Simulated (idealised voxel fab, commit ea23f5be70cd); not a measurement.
Process module, titled voxel double patterning
The figure presents cross-section cut, which has a width of 190 nm and is divided into square cells with an edge length of 5 nm.
When this document writes out a cross-section, it uses a grid of square cells and lists it as bands, beginning at the top and moving down, with a band standing for one or more rows of cells. What a band's entry tells you: where the top is and where the bottom is, as heights in nm, and after that what lies inside, material by material from left to right, each with its width in nm. Empty space is written as the word "air", and a single material marked with the word "everywhere" occupies the band from edge to edge. Height is counted from the level 0, under which the received wafer is composed throughout of one material. The lowest of the bands is not closed at the bottom but continues downward, in the notation "top 0, no bottom". Think of "30->40" as a width that walks from the first number to the second as you go down the band, top row to bottom row, taking equal-sized steps from row to row. What does "no modification" mean for a step? It means no cell of the cross-section changed in that step. Empty spaces counting at least 8 cells and having no open way to the top are listed in "Voids, enclosed". The notation width x height at distance is used for each, the distance being from the left edge and all three values in nm. It should be noted that, on the line of a given step, the content following the step's settings is a remark produced by the simulator itself with respect to that step. The optional step-line setting "overlay nm" applies to steps with a mask and quantifies how far to the right of its planned location the mask lay, a negative value indicating leftward placement.
**Below is the list of planned process steps**
1. op RECEIVE | material Si
2. op CONFORMAL_DEP | material SiO2 | thk nm 5
3. op DIRECTIONAL_DEP | material W | thk nm 10
4. op DIRECTIONAL_DEP | material SiN | thk nm 5
5. op DIRECTIONAL_DEP | material aC | thk nm 15
6. op PATTERN | tone open | mask id FIRST | material resist | width nm 15 | pitch nm 50 | thk nm 30 | overlay nm 0
7. op DIRECTIONAL_ETCH | etch materials aC | depth nm 15
8. op STRIP | etch materials resist
9. op DIRECTIONAL_ETCH | etch materials SiN | depth nm 5
10. op STRIP | etch materials aC
11. op PATTERN | tone open | mask id SECOND | material resist | width nm 15 | pitch nm 50 | thk nm 20 | overlay nm 0
12. op DIRECTIONAL_ETCH | etch materials SiN | depth nm 5
13. op STRIP | etch materials resist
14. op DIRECTIONAL_ETCH | etch materials W | depth nm 10
15. op STRIP | etch materials SiN
**Wafer at receipt (post step 1), cross-section**
	top 0, no bottom = Si everywhere
	Voids, enclosed: none
**Final cross-section, module run with one mistake (start and plan as above)**
	top 15, bottom 5 = W 35 nm, then air 15 nm, then W 10 nm, then air 15 nm, then W 10 nm, then air 15 nm, then W 10 nm, then air 15 nm, then W 10 nm, then air 15 nm, then W 40 nm
	top 5, bottom 0 = W everywhere
	top 0, no bottom = Si everywhere
	Voids, enclosed: none
What went wrong in running the wafer? the process deviated at step 2: the operation and settings actually run there were op CONFORMAL_DEP | material W | thk nm 5
